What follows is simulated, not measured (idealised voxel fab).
You're looking at the process module voxel ribs on slabs.
Cross-section cut: width 245 nm, square cells of 5 nm.
A cross-section is written here as square cells arranged in a grid, and it is given in bands from the top down, each band taking up one or more rows of cells. It is stipulated that each band's entry specify, in nanometres, the height of the top of the band and then that of its bottom, followed by the materials of the band in left-to-right sequence, each together with its width in nanometres. A single material marked by the word "edge to edge" is understood to fill the band from edge to edge; the word "blank" is understood to denote empty space. Heights from 0 (as-received wafer is one material below). Bottom band endless downward, as "z 0 and below". Width spec "30 to 40" -> top row of cells at first value, bottom row at second value, equal per-row change in between. Reading "stayed the same" for a step: not a cell of the cross-section changed in it. So "Closed void table" is basically the list of trapped voids: any empty space of 8 cells or more that can't reach the top through an opening. They're written width x height at distance, the distance being from the left edge, and it's all nm. after a step's settings: what the simulator itself notes on the step. If you see "overlay nm" on a step's line and that step has a mask, it's telling you how far right of where it was planned the mask ended up; a negative number means it went left instead.
-- Steps planned for the process
- 1: op RECEIVE | material Si
- 2: op DIRECTIONAL_DEP | material SiO2 | thk nm 25
- 3: op DIRECTIONAL_DEP | material SiN | thk nm 25
- 4: op DIRECTIONAL_DEP | material aC | thk nm 15
- 5: op PATTERN | tone cover | mask id RIB | material resist | width nm 15 | thk nm 30 | overlay nm 0
- 6: op DIRECTIONAL_ETCH | etch materials aC | depth nm 15
- 7: op STRIP | etch materials resist
- 8: op DIRECTIONAL_ETCH | etch materials SiN | depth nm 5
- 9: op STRIP | etch materials aC
- 10: op MASKED_ETCH | tone cover | mask id SLAB | width nm 45 | etch materials SiN | depth nm 20 | overlay nm 0
- 11: op FILL_DEP | material SiO2 | thk nm 20
- 12: op CMP | height nm 65
- 13: op DIRECTIONAL_DEP | material TiN | thk nm 10
- 14: op PATTERN | tone cover | mask id HEATER | material resist | width nm 25 | thk nm 15 | overlay nm 0
- 15: op DIRECTIONAL_ETCH | etch materials TiN | depth nm 10
- 16: op STRIP | etch materials resist
- 17: op CONFORMAL_DEP | material SiN | thk nm 10
Split variable: width nm, step 10. Plan value = first wafer. Wafers start alike.
-- The as-received cross-section of the first of several wafers corresponds to the state after step 1
* z 0 and below  Si edge to edge
* Closed void table: none
-- First of several wafers: cross-section at the end of the module, after step 17, its last step
* z 85 to 75  blank 100 nm  SiN 45 nm  blank 100 nm
* z 75 to 65  SiN 110 nm  TiN 25 nm  SiN 110 nm
* z 65 to 50  SiO2 edge to edge
* z 50 to 45  SiO2 115 nm  SiN 15 nm  SiO2 115 nm
* z 45 to 25  SiO2 100 nm  SiN 45 nm  SiO2 100 nm
* z 25 to 0  SiO2 edge to edge
* z 0 and below  Si edge to edge
* Closed void table: none
-- End of module: cross-section, last of several wafers
* z 85 to 75  blank 100 nm  SiN 45 nm  blank 100 nm
* z 75 to 65  SiN 110 nm  TiN 25 nm  SiN 110 nm
* z 65 to 50  SiO2 edge to edge
* z 50 to 45  SiO2 115 nm  SiN 15 nm  SiO2 115 nm
* z 45 to 25  SiO2 90 nm  SiN 70 nm  SiO2 85 nm
* z 25 to 0  SiO2 edge to edge
* z 0 and below  Si edge to edge
* Closed void table: none
-- Below: a row per wafer. Contents at end of module: for every material, cells gained since receipt (+) or lost since receipt (-); then closed voids
width nm 45 | +145 SiN | +598 SiO2 | +10 TiN | Closed void table: none
width nm 50 | +149 SiN | +594 SiO2 | +10 TiN | Closed void table: none
width nm 55 | +153 SiN | +590 SiO2 | +10 TiN | Closed void table: none
width nm 60 | +157 SiN | +586 SiO2 | +10 TiN | Closed void table: none
width nm 65 | +161 SiN | +582 SiO2 | +10 TiN | Closed void table: none
width nm 70 | +165 SiN | +578 SiO2 | +10 TiN | Closed void table: none
